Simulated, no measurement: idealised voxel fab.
Documented hereafter: the process module known as voxel self aligned vias.
In the cross-section labelled cut, the width is 265 nm and each square cell is 5 nm.
In this document a cross-section is written as a grid of square cells. It is given as a series of bands, listed from the top down, and a band is one or more rows of cells.
Band entry format. Leading values: height of top, height of bottom, nm. Remainder: materials in left-to-right order, each with its width in nm. Special words: "full width" on a single material, which then fills the band edge to edge; "air", empty space.
Heights are expressed relative to 0, this being the level below which the as-received wafer comprises one material exclusively. The lowest band is unbounded in the downward direction and is denoted as in "0 and below".
Width spec "30->40" -> top row of cells at first value, bottom row at second value, equal per-row change in between.
No cell of the cross-section changed in a step that is given as "changes: none".
Empty spaces without an open route to the top, at least 8 cells in extent, make up the entry "Unvented cavities"; each is given as width x height at distance, where the distance is measured from the left edge, and all are in nm.
Past the settings on a step's line: simulator remark, on that step.
overlay nm: where the mask lay relative to plan, measured to the right, on steps with a mask; negatives go left.
**Listed below are the process steps as planned**
- 1: RECEIVE, material Si
- 2: CONFORMAL_DEP, material SiO2, thk nm 15
- 3: CONFORMAL_DEP, material SiCN, thk nm 5
- 4: DIRECTIONAL_DEP, material SiO2, thk nm 25
- 5: PATTERN, tone open, mask id LINES, material resist, width nm 30, pitch nm 70, thk nm 20, overlay nm 0
- 6: DIRECTIONAL_ETCH, etch materials SiO2, depth nm 25
- 7: STRIP, etch materials resist
- 8: CONFORMAL_DEP, material TiN, thk nm 5
- 9: FILL_DEP, material Ru, thk nm 5
- 10: CMP, height nm 45
- 11: SELECTIVE_ETCH, etch materials W Ru TiN, depth nm 10
- 12: FILL_DEP, material SiN, thk nm 10
- 13: CMP, height nm 45
- 14: DIRECTIONAL_DEP, material SiO2, thk nm 15
- 15: DIRECTIONAL_DEP, material aC, thk nm 15
- 16: PATTERN, tone open, mask id VIAS, material resist, width nm 40, pitch nm 70, thk nm 35, overlay nm 0
- 17: DIRECTIONAL_ETCH, etch materials aC, depth nm 15
- 18: STRIP, etch materials resist
- 19: DIRECTIONAL_ETCH, etch materials SiO2, depth nm 15
- 20: DIRECTIONAL_ETCH, etch materials SiN, depth nm 10
- 21: STRIP, etch materials aC
- 22: CONFORMAL_DEP, material TiN, thk nm 5
- 23: FILL_DEP, material W, thk nm 10
- 24: CMP, height nm 60
- 25: CONFORMAL_DEP, material SiCN, thk nm 5
**This is the cross-section of the wafer as we received it, i.e. after step 1**
    0 and below | Si full width
    Unvented cavities: none
**Here's the wafer cut in cross-section after the module, started and planned just like above, except one thing was done wrong in the run**
    65 down to 60 | SiCN full width
    60 down to 40 | SiO2 40; TiN 5; W 30; TiN 5; SiO2 30; TiN 5; W 30; TiN 5; SiO2 30; TiN 5; W 30; TiN 5; SiO2 45
    40 down to 35 | SiO2 40; TiN 40; SiO2 30; TiN 40; SiO2 30; TiN 40; SiO2 45
    35 down to 25 | SiO2 40->45; TiN 10->5; Ru 20; TiN 10->5; SiO2 30->40; TiN 10->5; Ru 20; TiN 10->5; SiO2 30->40; TiN 10->5; Ru 20; TiN 10->5; SiO2 45->50
    25 down to 20 | SiO2 45; TiN 30; SiO2 40; TiN 30; SiO2 40; TiN 30; SiO2 50
    20 down to 15 | SiCN full width
    15 down to 0 | SiO2 full width
    0 and below | Si full width
    Unvented cavities: none
Deviation from plan: step 19 in the plan was executed twice
